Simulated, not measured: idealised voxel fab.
Process module name: voxel local oxidation
Section shown: cut. Width: 210 nm. Cell size: 5 nm, square.
The cross-sections in this document take the form of a grid made of square cells. They are written out as bands, in order from top to bottom. Each band consists of one or more rows of cells. Top, bottom (nm), then materials left to right with widths (nm); lone material tagged "throughout" fills the whole band edge to edge; "blank" = empty space. A quick word on heights: they are counted from 0, and under that level the wafer as it came to us is one material throughout. The lowest band is different from the rest in having no bottom; it simply continues downward, written as in "0 -> down". So if you see something like "30->40" for the width, read it as the top row of the band sitting at the first number and the bottom row at the second, with every row in between moving by the same amount as the last. Where a step carries "changes: none", the cross-section came out of it unchanged, cell for cell. Closed-off voids of 8+ cells (no open route to the top) go in "Closed void inventory", written width x height at distance from the left edge, in nm. Post-settings text on a step line: simulator's own remark regarding the step. The optional step-line setting "overlay nm" applies to steps with a mask and quantifies how far to the right of its planned location the mask lay, a negative value indicating leftward placement.
Steps planned for the process
1. RECEIVE | material Si
2. CONFORMAL_DEP | material SiO2 | thk nm 5
3. CONFORMAL_DEP | material SiN | thk nm 10
4. DIRECTIONAL_DEP | material aC | thk nm 10
5. PATTERN | tone cover | mask id ACTIVE | material resist | width nm 115 | thk nm 25 | overlay nm 0
6. DIRECTIONAL_ETCH | etch materials aC | depth nm 10
7. STRIP | etch materials resist
8. DIRECTIONAL_ETCH | etch materials SiN | depth nm 10
9. STRIP | etch materials aC
10. SELECTIVE_ETCH | etch materials SiO2 | depth nm 5
11. OXIDIZE | depth nm 15
12. STRIP | etch materials SiN
The value of width nm given for step 5 in the plan refers to the first wafer; the wafers vary in this setting and are alike at the start.
The first of several wafers as received, shown in cross-section; this is its state after step 1
- 0 -> down: Si throughout
- Closed void inventory: none
Wafer cross-section (first of several) - module end, post step 12 (last step)
- 5 -> 0: 50 nm blank; 105 nm SiO2; 55 nm blank
- 0 -> -15: 65 nm SiO2; 75 nm Si; 70 nm SiO2
- -15 -> down: Si throughout
- Closed void inventory: none
The final wafer, sectioned at module end
- 5 -> 0: 40 nm blank; 130 nm SiO2; 40 nm blank
- 0 -> -15: 55 nm SiO2; 100 nm Si; 55 nm SiO2
- -15 -> down: Si throughout
- Closed void inventory: none
Take any row and you have a wafer at the end of the module: how many cells of each material it has gained (+) or lost (-) since it was received, and then its closed voids
width nm 115, -81 Si, +102 SiO2, Closed void inventory: none
width nm 120, -78 Si, +100 SiO2, Closed void inventory: none
width nm 125, -75 Si, +98 SiO2, Closed void inventory: none
width nm 130, -72 Si, +96 SiO2, Closed void inventory: none
width nm 135, -69 Si, +94 SiO2, Closed void inventory: none
width nm 140, -66 Si, +92 SiO2, Closed void inventory: none
